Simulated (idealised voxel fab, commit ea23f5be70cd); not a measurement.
You're looking at the process module voxel gate over fins.
Pictured: cross-section cut, 210 nm wide, on a grid of 5 nm square cells.
In this document a cross-section is written as a grid of square cells. It is given as a series of bands, listed from the top down, and a band is one or more rows of cells. In this notation a band is specified by the heights of its top and bottom, in that order and in nm, after which its materials appear from left to right, each paired with its width in nm. The word "everywhere" attached to a single material means that material fills the band from edge to edge; the word "air" stands for empty space. Height is counted from the level 0, under which the received wafer is composed throughout of one material. The lowest of the bands is not closed at the bottom but continues downward, in the notation "0..down". Note: "30 to 40" means the width goes from the first number (top row of the band) to the second number (bottom row) in equal steps per row of cells. What does "all unchanged" mean for a step? It means no cell of the cross-section changed in that step. Each empty space that has no open way to the top and spans at least 8 cells appears under "Internal closed voids" as width x height at distance, the distance counted from the left edge, all in nm. It should be noted that, on the line of a given step, the content following the step's settings is a remark produced by the simulator itself with respect to that step. For masked steps, "overlay nm" on the step line gives how far right of plan the mask actually lay; a minus sign means it lay to the left.
# List of planned process steps
1: RECEIVE,material Si
2: CONFORMAL_DEP,material SiN,thk nm 10
3: DIRECTIONAL_DEP,material aC,thk nm 15
4: PATTERN,tone cover,mask id FINS,material resist,width nm 15,pitch nm 50,thk nm 30,overlay nm 0
5: DIRECTIONAL_ETCH,etch materials aC,depth nm 15
6: STRIP,etch materials resist
7: DIRECTIONAL_ETCH,etch materials SiN,depth nm 10
8: DIRECTIONAL_ETCH,etch materials Si,depth nm 35
9: STRIP,etch materials aC
10: FILL_DEP,material SiO2,thk nm 10
11: CMP,height nm 10
12: MASKED_ETCH,tone open,mask id RAIL,width nm 15,etch materials SiO2,depth nm 40,overlay nm 0
13: CONFORMAL_DEP,material TiN,thk nm 5
14: FILL_DEP,material W,thk nm 5
15: CMP,height nm 10
16: SELECTIVE_ETCH,etch materials W Ru TiN,depth nm 25
17: FILL_DEP,material SiO2,thk nm 5
18: CMP,height nm 10
19: SELECTIVE_ETCH,etch materials SiO2,depth nm 20
20: STRIP,etch materials SiN
21: CONFORMAL_DEP,material HfO2,thk nm 5
22: CONFORMAL_DEP,material TiN,thk nm 5
23: CONFORMAL_DEP,material TiAl,thk nm 5
24: CONFORMAL_DEP,material TiN,thk nm 5
25: FILL_DEP,material W,thk nm 15
26: CMP,height nm 30
27: CONFORMAL_DEP,material SiN,thk nm 5
# So this is the incoming wafer in cross-section - it's already been through step 1
	0..down | Si everywhere
	Internal closed voids: none
# End state of the module in cross-section, given the above starting point and plan and one mistake in execution
	35..30 | SiN everywhere
	30..20 | W everywhere
	20..15 | W: 25; TiN: 155; W: 30
	15..10 | W: 25; TiN: 5; TiAl: 45; TiN: 5; TiAl: 45; TiN: 5; TiAl: 45; TiN: 5; W: 30
	10..5 | TiN: 30; TiAl: 5; TiN: 35; TiAl: 5; TiN: 5; TiAl: 5; TiN: 35; TiAl: 5; TiN: 5; TiAl: 5; TiN: 35; TiAl: 5; TiN: 35
	5..0 | TiAl: 35; TiN: 5; HfO2: 25; TiN: 5; TiAl: 15; TiN: 5; HfO2: 25; TiN: 5; TiAl: 15; TiN: 5; HfO2: 25; TiN: 5; TiAl: 40
	0..-5 | TiN: 40; HfO2: 5; Si: 15; HfO2: 5; TiN: 25; HfO2: 5; Si: 15; HfO2: 5; TiN: 25; HfO2: 5; Si: 15; HfO2: 5; TiN: 45
	-5..-10 | HfO2: 45; Si: 15; HfO2: 35; Si: 15; HfO2: 35; Si: 15; HfO2: 50
	-10..-15 | SiO2: 45; Si: 15; SiO2: 35; Si: 15; SiO2: 35; Si: 15; SiO2: 50
	-15..-25 | SiO2: 45; Si: 15; SiO2: 20; TiN: 5; W: 5; TiN: 5; Si: 15; SiO2: 35; Si: 15; SiO2: 50
	-25..-30 | SiO2: 45; Si: 15; SiO2: 20; TiN: 15; Si: 15; SiO2: 35; Si: 15; SiO2: 50
	-30..-35 | SiO2: 45; Si: 15; SiO2: 35; Si: 15; SiO2: 35; Si: 15; SiO2: 50
	-35..down | Si everywhere
	Internal closed voids: none
What was the processing mistake? step 12 went in with a setting other than planned; the actual run was MASKED_ETCH,tone open,mask id RAIL,width nm 15,etch materials SiO2,depth nm 40,overlay nm 10
